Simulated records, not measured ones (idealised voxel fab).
process module | voxel gate over fins
cross-section cut | 295 nm wide | cells 5 nm
A cross-section is a grid of square cells, given in bands from the top down. A band is one or more rows of cells.
Each band's line starts with the height of the band's top and of its bottom, in nm. Then come its materials from left to right, each with its width in nm. One material with "throughout" fills the band from edge to edge. "air" is empty space.
Height 0 is the level under which the wafer as received is all one material. The lowest band goes on downwards, as in "0 down".
A width such as "30 to 40" changes by the same amount from each row of cells to the next, from the band's top row to its bottom row.
"no change" after a step means that no cell of the cross-section changed.
closed voids: empty space of 8 cells or more with no open way to the top, each as width x height at its distance from the left edge, in nm
after a step's settings: what the simulator itself notes on the step
overlay nm, on a step with a mask: how far to the right of its planned place the mask lay; to the left if negative
plan
1 op RECEIVE | material Si
2 op CONFORMAL_DEP | material SiN | thk nm 10
3 op DIRECTIONAL_DEP | material aC | thk nm 15
4 op PATTERN | tone cover | mask id FINS | material resist | width nm 15 | pitch nm 60 | thk nm 30 | overlay nm 0
5 op DIRECTIONAL_ETCH | etch materials aC | depth nm 15
6 op STRIP | etch materials resist
7 op DIRECTIONAL_ETCH | etch materials SiN | depth nm 10
8 op DIRECTIONAL_ETCH | etch materials Si | depth nm 35
9 op STRIP | etch materials aC
10 op FILL_DEP | material SiO2 | thk nm 15
11 op CMP | height nm 10
12 op DIRECTIONAL_DEP | material aC | thk nm 15
13 op PATTERN | tone open | mask id RAIL | material resist | width nm 15 | thk nm 30 | overlay nm -15
14 op DIRECTIONAL_ETCH | etch materials aC | depth nm 15
15 op STRIP | etch materials resist
16 op DIRECTIONAL_ETCH | etch materials SiO2 | depth nm 40
17 op STRIP | etch materials aC
18 op CONFORMAL_DEP | material TiN | thk nm 5
19 op FILL_DEP | material W | thk nm 10
20 op CMP | height nm 10
21 op SELECTIVE_ETCH | etch materials W Ru TiN | depth nm 25
22 op FILL_DEP | material SiO2 | thk nm 5
23 op CMP | height nm 10
24 op SELECTIVE_ETCH | etch materials SiO2 | depth nm 20
25 op STRIP | etch materials SiN
26 op CONFORMAL_DEP | material HfO2 | thk nm 5
27 op CONFORMAL_DEP | material TiN | thk nm 5
28 op CONFORMAL_DEP | material TiAl | thk nm 5
29 op CONFORMAL_DEP | material TiN | thk nm 5
30 op FILL_DEP | material W | thk nm 10
31 op CMP | height nm 25
32 op CONFORMAL_DEP | material SiCN | thk nm 5
varied across the wafers: overlay nm of step 13. The plan shows the first wafer's value. All wafers start alike
first wafer as received, after step 1
  0 down: Si throughout
  closed voids: none
first wafer at the end, after step 32
  30 to 25: SiCN throughout
  25 to 20: W throughout
  20 to 15: W 90 | TiN 55 | W 5 | TiN 55 | W 90
  15 to 10: W 90 | TiN 5 | TiAl 45 | TiN 5 | W 5 | TiN 5 | TiAl 45 | TiN 5 | W 90
  10 to 5: TiN 95 | TiAl 5 | TiN 35 | TiAl 5 | TiN 15 | TiAl 5 | TiN 35 | TiAl 5 | TiN 95
  5 to 0: TiAl 100 | TiN 5 | HfO2 25 | TiN 5 | TiAl 25 | TiN 5 | HfO2 25 | TiN 5 | TiAl 100
  0 to -5: TiN 105 | HfO2 5 | Si 15 | HfO2 5 | TiN 35 | HfO2 5 | Si 15 | HfO2 5 | TiN 105
  -5 to -10: HfO2 110 | Si 15 | HfO2 45 | Si 15 | HfO2 110
  -10 to -15: SiO2 110 | Si 15 | SiO2 45 | Si 15 | SiO2 110
  -15 to -25: SiO2 110 | Si 15 | TiN 5 | W 5 | TiN 5 | SiO2 30 | Si 15 | SiO2 110
  -25 to -30: SiO2 110 | Si 15 | TiN 15 | SiO2 30 | Si 15 | SiO2 110
  -30 to -35: SiO2 110 | Si 15 | SiO2 45 | Si 15 | SiO2 110
  -35 down: Si throughout
  closed voids: none
last wafer at the end
  30 to 25: SiCN throughout
  25 to 20: W throughout
  20 to 15: W 90 | TiN 55 | W 5 | TiN 55 | W 90
  15 to 10: W 90 | TiN 5 | TiAl 45 | TiN 5 | W 5 | TiN 5 | TiAl 45 | TiN 5 | W 90
  10 to 5: TiN 95 | TiAl 5 | TiN 35 | TiAl 5 | TiN 15 | TiAl 5 | TiN 35 | TiAl 5 | TiN 95
  5 to 0: TiAl 100 | TiN 5 | HfO2 25 | TiN 5 | TiAl 25 | TiN 5 | HfO2 25 | TiN 5 | TiAl 100
  0 to -5: TiN 105 | HfO2 5 | Si 15 | HfO2 5 | TiN 35 | HfO2 5 | Si 15 | HfO2 5 | TiN 105
  -5 to -10: HfO2 110 | Si 15 | HfO2 45 | Si 15 | HfO2 110
  -10 to -15: SiO2 110 | Si 15 | SiO2 45 | Si 15 | SiO2 110
  -15 to -25: SiO2 110 | Si 15 | SiO2 30 | TiN 5 | W 5 | TiN 5 | Si 15 | SiO2 110
  -25 to -30: SiO2 110 | Si 15 | SiO2 30 | TiN 15 | Si 15 | SiO2 110
  -30 to -35: SiO2 110 | Si 15 | SiO2 45 | Si 15 | SiO2 110
  -35 down: Si throughout
  closed voids: none
each wafer at the end: cells of each material gained (+) or lost (-) since it was received, then its closed voids
overlay nm -15 | +67 HfO2 | -371 Si | +59 SiCN | +256 SiO2 | +67 TiAl | +141 TiN | +135 W | closed voids: none
overlay nm -10 | +67 HfO2 | -371 Si | +59 SiCN | +256 SiO2 | +67 TiAl | +141 TiN | +135 W | closed voids: none
overlay nm -5 | +67 HfO2 | -371 Si | +59 SiCN | +256 SiO2 | +67 TiAl | +141 TiN | +135 W | closed voids: none
overlay nm 0 | +67 HfO2 | -371 Si | +59 SiCN | +256 SiO2 | +67 TiAl | +141 TiN | +135 W | closed voids: none
overlay nm 5 | +67 HfO2 | -371 Si | +59 SiCN | +256 SiO2 | +67 TiAl | +141 TiN | +135 W | closed voids: none
overlay nm 10 | +67 HfO2 | -371 Si | +59 SiCN | +256 SiO2 | +67 TiAl | +141 TiN | +135 W | closed voids: none
overlay nm 15 | +67 HfO2 | -371 Si | +59 SiCN | +256 SiO2 | +67 TiAl | +141 TiN | +135 W | closed voids: none
